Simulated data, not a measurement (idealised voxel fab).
The document below concerns the process module designated voxel self aligned contacts.
Shown is cross-section cut, with a width of 155 nm and square cells of size 5 nm.
We lay out every cross-section as a grid of square cells and spell it out in bands from the top down, where one band means one or more rows of cells.
Read a band's entry like this: the first values are the height of its top and the height of its bottom in nm, and what follows is the sequence of materials from left to right, each with its width in nm. Note that "empty" is empty space, and that a single material marked "all across" reaches across the band from edge to edge.
Convention: height 0 is the level below which the wafer, as received, is all one material. The lowest band does not terminate at the bottom but continues downward, represented as "top 0, no bottom".
The expression "30->40" gives the width at the extremes of the band, the first number at its top row of cells and the second at its bottom row, with the width changing by equal amounts from each row to the next in between.
"remains unaltered", as given for a step, is the statement that not any cell of the cross-section underwent a change during that step.
Entry "Sealed-off cavities". Content: empty spaces with no open connection to the top, size 8 cells or greater. Each: width x height at distance. Distance: from left edge. Unit: nm.
What comes after the settings on a step's line is commentary from the simulator itself on that step.
Regarding "overlay nm": on a step with a mask, it is the distance the mask lay to the right of its planned place; a negative value places it to the left.
## So here's the lineup of process steps we planned
step 1: RECEIVE (material Si)
step 2: OXIDIZE (depth nm 5)
step 3: DIRECTIONAL_DEP (material polySi; thk nm 30)
step 4: DIRECTIONAL_DEP (material SiN; thk nm 15)
step 5: PATTERN (tone cover; mask id GATE; material resist; width nm 25; pitch nm 50; thk nm 15; overlay nm 0)
step 6: DIRECTIONAL_ETCH (etch materials SiN; depth nm 15)
step 7: DIRECTIONAL_ETCH (etch materials polySi; depth nm 30)
step 8: STRIP (etch materials resist)
step 9: CONFORMAL_DEP (material SiN; thk nm 5)
step 10: DIRECTIONAL_ETCH (etch materials SiN; depth nm 5)
step 11: FILL_DEP (material SiO2; thk nm 15)
step 12: CMP (height nm 50)
step 13: PATTERN (tone open; mask id CONTACT; material resist; width nm 35; thk nm 20; overlay nm -15)
step 14: DIRECTIONAL_ETCH (etch materials SiO2; depth nm 55)
step 15: STRIP (etch materials resist)
step 16: CONFORMAL_DEP (material TiN; thk nm 5)
step 17: FILL_DEP (material Ru; thk nm 10)
step 18: CMP (height nm 50)
step 19: CONFORMAL_DEP (material SiCN; thk nm 5)
Wafers differ in overlay nm at step 13; plan lists the first wafer's value; identical starting state.
## Sectional view: first of several wafers, as received, after step 1
> top 0, no bottom: Si all across
> Sealed-off cavities: none
## wafer rows; end of module; cells per material since receipt: (+) gained, (-) lost; then closed voids
overlay nm -15; -31 Si; +31 SiCN; +66 SiN; +188 SiO2; +27 TiN; +60 polySi; Sealed-off cavities: none
overlay nm -10; +10 Ru; -31 Si; +31 SiCN; +66 SiN; +178 SiO2; +27 TiN; +60 polySi; Sealed-off cavities: none
overlay nm -5; +10 Ru; -31 Si; +31 SiCN; +66 SiN; +178 SiO2; +27 TiN; +60 polySi; Sealed-off cavities: none
overlay nm 0; +10 Ru; -31 Si; +31 SiCN; +66 SiN; +178 SiO2; +27 TiN; +60 polySi; Sealed-off cavities: none
overlay nm 5; +10 Ru; -31 Si; +31 SiCN; +66 SiN; +178 SiO2; +27 TiN; +60 polySi; Sealed-off cavities: none
overlay nm 10; +10 Ru; -31 Si; +31 SiCN; +66 SiN; +178 SiO2; +27 TiN; +60 polySi; Sealed-off cavities: none
overlay nm 15; -31 Si; +31 SiCN; +66 SiN; +188 SiO2; +27 TiN; +60 polySi; Sealed-off cavities: none
